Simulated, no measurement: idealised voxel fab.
A process module follows: voxel capacitor over wiring.
Cross-sectional view cut (width: 280 nm; square cell size: 5 nm).
For the purposes of this document, a cross-section shall be understood as a grid of square cells, specified as bands listed in top-to-bottom order, each band consisting of one or more rows of cells.
Band: top and bottom heights (nm) first, top before bottom; then materials from left to right, widths in nm. "all across" marks a sole material filling the band edge to edge. "air" denotes empty space.
Height reference: 0 = level under which incoming wafer is all one material. Lowest band: no bottom, runs on downward, e.g. "0 -> down".
Width spec "30..40" -> top row of cells at first value, bottom row at second value, equal per-row change in between.
Step note "changes: none" = no cross-section cell changed.
"Fully enclosed voids" lists enclosed empty spaces (at least 8 cells, no open path upward to the top), each as width x height at distance from the left edge, in nm.
Whatever follows a step's settings on its line is a remark the simulator itself makes about that step.
A step's line can hold "overlay nm"; with a mask on that step, the setting says how far right of the planned place the mask lay, while a negative setting says it lay to the left.

## Planned step list for the process
1) RECEIVE (material Si)
2) CONFORMAL_DEP (material SiO2; thk nm 10)
3) DIRECTIONAL_DEP (material TiN; thk nm 5)
4) DIRECTIONAL_DEP (material Ru; thk nm 15)
5) PATTERN (tone cover; mask id METAL_1; material resist; width nm 25; pitch nm 80; thk nm 20; overlay nm 0)
6) DIRECTIONAL_ETCH (etch materials Ru; depth nm 15)
7) DIRECTIONAL_ETCH (etch materials TiN; depth nm 5)
8) STRIP (etch materials resist)
9) CONFORMAL_DEP (material SiN; thk nm 5)
10) FILL_DEP (material SiO2; thk nm 10)
11) CMP (height nm 30)
12) CONFORMAL_DEP (material SiCN; thk nm 5)
13) DIRECTIONAL_DEP (material lowk; thk nm 10)
14) DIRECTIONAL_DEP (material aC; thk nm 5)
15) PATTERN (tone open; mask id PLUG_1; material resist; width nm 15; thk nm 35; overlay nm 0)
16) DIRECTIONAL_ETCH (etch materials aC; depth nm 15)
17) STRIP (etch materials resist)
18) DIRECTIONAL_ETCH (etch materials lowk; depth nm 10)
19) DIRECTIONAL_ETCH (etch materials SiCN; depth nm 5)
20) STRIP (etch materials aC)
21) CONFORMAL_DEP (material TiN; thk nm 5)
22) FILL_DEP (material W; thk nm 10)
23) CMP (height nm 45)
24) DIRECTIONAL_DEP (material TiN; thk nm 10)
25) DIRECTIONAL_DEP (material Al2O3; thk nm 5)
26) DIRECTIONAL_DEP (material TiN; thk nm 10)
27) PATTERN (tone cover; mask id UPPER_PLATE; material resist; width nm 60; thk nm 15; overlay nm 0)
28) DIRECTIONAL_ETCH (etch materials TiN; depth nm 10)
29) DIRECTIONAL_ETCH (etch materials Al2O3; depth nm 5)
30) STRIP (etch materials resist)
31) MASKED_ETCH (tone cover; mask id LOWER_PLATE; width nm 70; etch materials TiN; depth nm 10; overlay nm 0)
32) FILL_DEP (material SiO2; thk nm 20)
33) CMP (height nm 85)
34) PATTERN (tone open; mask id PLUG_2; material resist; width nm 15; thk nm 15; overlay nm 0)
35) DIRECTIONAL_ETCH (etch materials SiO2; depth nm 15)
36) STRIP (etch materials resist)
37) CONFORMAL_DEP (material TiN; thk nm 5)
38) FILL_DEP (material Ru; thk nm 10)
39) CMP (height nm 85)
40) CONFORMAL_DEP (material SiCN; thk nm 5)
The plan's step 14 thk nm is the first wafer's value; the wafers differ in this setting and start identical.

## Step 1 complete: as-received cross-section of the first of several wafers
> 0 -> down | Si all across
> Fully enclosed voids: none

## Depicted here is the first of several wafers in cross-section, at module completion following the last step, step 40
> 90 -> 85 | SiCN all across
> 85 -> 75 | 105 of SiO2, 5 of TiN, 5 of Ru, 5 of TiN, 160 of SiO2
> 75 -> 70 | 105 of SiO2, 15 of TiN, 160 of SiO2
> 70 -> 60 | 95 of SiO2, 60 of TiN, 125 of SiO2
> 60 -> 55 | 95 of SiO2, 60 of Al2O3, 125 of SiO2
> 55 -> 45 | 90 of SiO2, 70 of TiN, 120 of SiO2
> 45 -> 35 | 95 of lowk, 5 of TiN, 5 of W, 5 of TiN, 170 of lowk
> 35 -> 30 | 95 of SiCN, 15 of TiN, 170 of SiCN
> 30 -> 15 | 80 of SiO2, 5 of SiN, 25 of Ru, 5 of SiN, 45 of SiO2, 5 of SiN, 25 of Ru, 5 of SiN, 85 of SiO2
> 15 -> 10 | 85 of SiN, 25 of TiN, 55 of SiN, 25 of TiN, 90 of SiN
> 10 -> 0 | SiO2 all across
> 0 -> down | Si all across
> Fully enclosed voids: none

## Sectional view of the last wafer upon completion of the module
> 90 -> 85 | SiCN all across
> 85 -> 75 | 105 of SiO2, 5 of TiN, 5 of Ru, 5 of TiN, 160 of SiO2
> 75 -> 70 | 105 of SiO2, 15 of TiN, 160 of SiO2
> 70 -> 60 | 95 of SiO2, 60 of TiN, 125 of SiO2
> 60 -> 55 | 95 of SiO2, 60 of Al2O3, 125 of SiO2
> 55 -> 45 | 90 of SiO2, 70 of TiN, 120 of SiO2
> 45 -> 35 | lowk all across
> 35 -> 30 | SiCN all across
> 30 -> 15 | 80 of SiO2, 5 of SiN, 25 of Ru, 5 of SiN, 45 of SiO2, 5 of SiN, 25 of Ru, 5 of SiN, 85 of SiO2
> 15 -> 10 | 85 of SiN, 25 of TiN, 55 of SiN, 25 of TiN, 90 of SiN
> 10 -> 0 | SiO2 all across
> 0 -> down | Si all across
> Fully enclosed voids: none

## Note: the following table is arranged by wafer, a row apiece. Each row reports the end-of-module state: per material, cells gained (+) or cells lost (-) compared with the wafer as received; closed voids follow
thk nm 5 | +12 Al2O3 | +32 Ru | +109 SiCN | +58 SiN | +613 SiO2 | +76 TiN | +2 W | +106 lowk | Fully enclosed voids: none
thk nm 10 | +12 Al2O3 | +32 Ru | +109 SiCN | +58 SiN | +613 SiO2 | +76 TiN | +2 W | +106 lowk | Fully enclosed voids: none
thk nm 15 | +12 Al2O3 | +32 Ru | +109 SiCN | +58 SiN | +613 SiO2 | +76 TiN | +2 W | +106 lowk | Fully enclosed voids: none
thk nm 20 | +12 Al2O3 | +32 Ru | +112 SiCN | +58 SiN | +613 SiO2 | +69 TiN | +112 lowk | Fully enclosed voids: none
thk nm 25 | +12 Al2O3 | +32 Ru | +112 SiCN | +58 SiN | +613 SiO2 | +69 TiN | +112 lowk | Fully enclosed voids: none
thk nm 30 | +12 Al2O3 | +32 Ru | +112 SiCN | +58 SiN | +613 SiO2 | +69 TiN | +112 lowk | Fully enclosed voids: none
